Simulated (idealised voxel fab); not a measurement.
process module | voxel plated lines
cross-section cut | 230 nm wide | cells 5 nm
A cross-section is a grid of square cells, given in bands from the top down. A band is one or more rows of cells.
Each band's line starts with the height of the band's top and of its bottom, in nm. Then come its materials from left to right, each with its width in nm. One material with "throughout" fills the band from edge to edge. "air" is empty space.
Height 0 is the level under which the wafer as received is all one material. The lowest band goes on downwards, as in "0 down".
A width such as "30 to 40" changes by the same amount from each row of cells to the next, from the band's top row to its bottom row.
"no change" after a step means that no cell of the cross-section changed.
closed voids: empty space of 8 cells or more with no open way to the top, each as width x height at its distance from the left edge, in nm
after a step's settings: what the simulator itself notes on the step
overlay nm, on a step with a mask: how far to the right of its planned place the mask lay; to the left if negative
plan
1 op RECEIVE | material Si
2 op CONFORMAL_DEP | material SiN | thk nm 15
3 op DIRECTIONAL_DEP | material TiN | thk nm 5
4 op PATTERN | tone open | mask id LINES | material resist | width nm 15 | pitch nm 35 | thk nm 20 | overlay nm 0
5 op EPI | material Ru | thk nm 5
6 op STRIP | etch materials resist
7 op DIRECTIONAL_ETCH | etch materials TiN | depth nm 5
8 op CONFORMAL_DEP | material SiN | thk nm 10
as received, after step 1
  0 down: Si throughout
  closed voids: none
first wafer at the end, as planned
  35 to 25: air 45 | SiN 140 | air 45
  25 to 20: SiN 55 | Ru 15 | SiN 20 | Ru 15 | SiN 20 | Ru 15 | SiN 20 | Ru 15 | SiN 55
  20 to 15: SiN 55 | TiN 15 | SiN 20 | TiN 15 | SiN 20 | TiN 15 | SiN 20 | TiN 15 | SiN 55
  15 to 0: SiN throughout
  0 down: Si throughout
  closed voids: none
second wafer at the end: like start, like plan, one mistake
  35 to 25: air 40 | SiN 140 | air 50
  25 to 20: SiN 50 | Ru 15 | SiN 20 | Ru 15 | SiN 20 | Ru 15 | SiN 20 | Ru 15 | SiN 60
  20 to 15: SiN 50 | TiN 15 | SiN 20 | TiN 15 | SiN 20 | TiN 15 | SiN 20 | TiN 15 | SiN 60
  15 to 0: SiN throughout
  0 down: Si throughout
  closed voids: none
what went wrong: step 4 ran as: op PATTERN | tone open | mask id LINES | material resist | width nm 15 | pitch nm 35 | thk nm 20 | overlay nm -5
at the end the second wafer has, in cells: as many of each material as the first, in other places
